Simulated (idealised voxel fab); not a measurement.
Process module heading - voxel quadruple lines
We display cut, a cross-section 285 nm in width whose square cells are each 5 nm.
Notation: cross-section as square-cell grid; stated in bands, top first, going down; one or more cell rows per band. Top, bottom (nm), then materials left to right with widths (nm); lone material tagged "throughout" fills the whole band edge to edge; "air" = empty space. Below 0: as-received wafer, all one material; heights counted from there. Lowest band: no bottom, goes on down, written "0 and below". The width entry "30->40" should be interpreted row by row: the top row of cells in the band takes the first number, the bottom row takes the second number, and the change between adjacent rows is uniform throughout. The cross-section has no changed cell in any step marked "no alteration". Look at "Fully enclosed voids" for the closed voids: empty spaces with no open path to the top, sized 8 cells or up. Each is width x height at distance, distance from the left edge, all nm. Heads up: the bit after the settings on a step's line is the simulator's remark on that step. overlay nm: on a step with a mask, how far right of its planned place the mask lay; negative means left.
**Intended process steps**
1 RECEIVE,material Si
2 CONFORMAL_DEP,material SiO2,thk nm 10
3 DIRECTIONAL_DEP,material W,thk nm 10
4 DIRECTIONAL_DEP,material polySi,thk nm 20
5 DIRECTIONAL_DEP,material aC,thk nm 20
6 PATTERN,tone cover,mask id MANDREL,material resist,width nm 30,pitch nm 80,thk nm 25,overlay nm 0
7 DIRECTIONAL_ETCH,etch materials aC,depth nm 20
8 STRIP,etch materials resist
9 CONFORMAL_DEP,material SiO2,thk nm 10
10 DIRECTIONAL_ETCH,etch materials SiO2,depth nm 10
11 STRIP,etch materials aC
12 DIRECTIONAL_ETCH,etch materials polySi,depth nm 20
13 STRIP,etch materials SiO2
14 CONFORMAL_DEP,material SiCN,thk nm 10
15 DIRECTIONAL_ETCH,etch materials SiCN,depth nm 10
16 STRIP,etch materials polySi
17 DIRECTIONAL_ETCH,etch materials W,depth nm 10
18 STRIP,etch materials SiCN
**Cross-section, incoming material, after step 1**
- 0 and below: Si throughout
- Fully enclosed voids: none
**This is how the wafer looks in cross-section once the module is done, given the starting state and plan above and one mistake in carrying the plan out**
- 20 down to 10: 65 nm air, then 10 nm W, then 10 nm air, then 10 nm W, then 10 nm air, then 10 nm W, then 10 nm air, then 10 nm W, then 10 nm air, then 10 nm W, then 10 nm air, then 10 nm W, then 10 nm air, then 10 nm W, then 10 nm air, then 10 nm W, then 70 nm air
- 10 down to 0: aC throughout
- 0 and below: Si throughout
- Fully enclosed voids: none
Against the plan, the run slipped here: step 2, actual vs plan mismatch, actual run CONFORMAL_DEP,material aC,thk nm 10
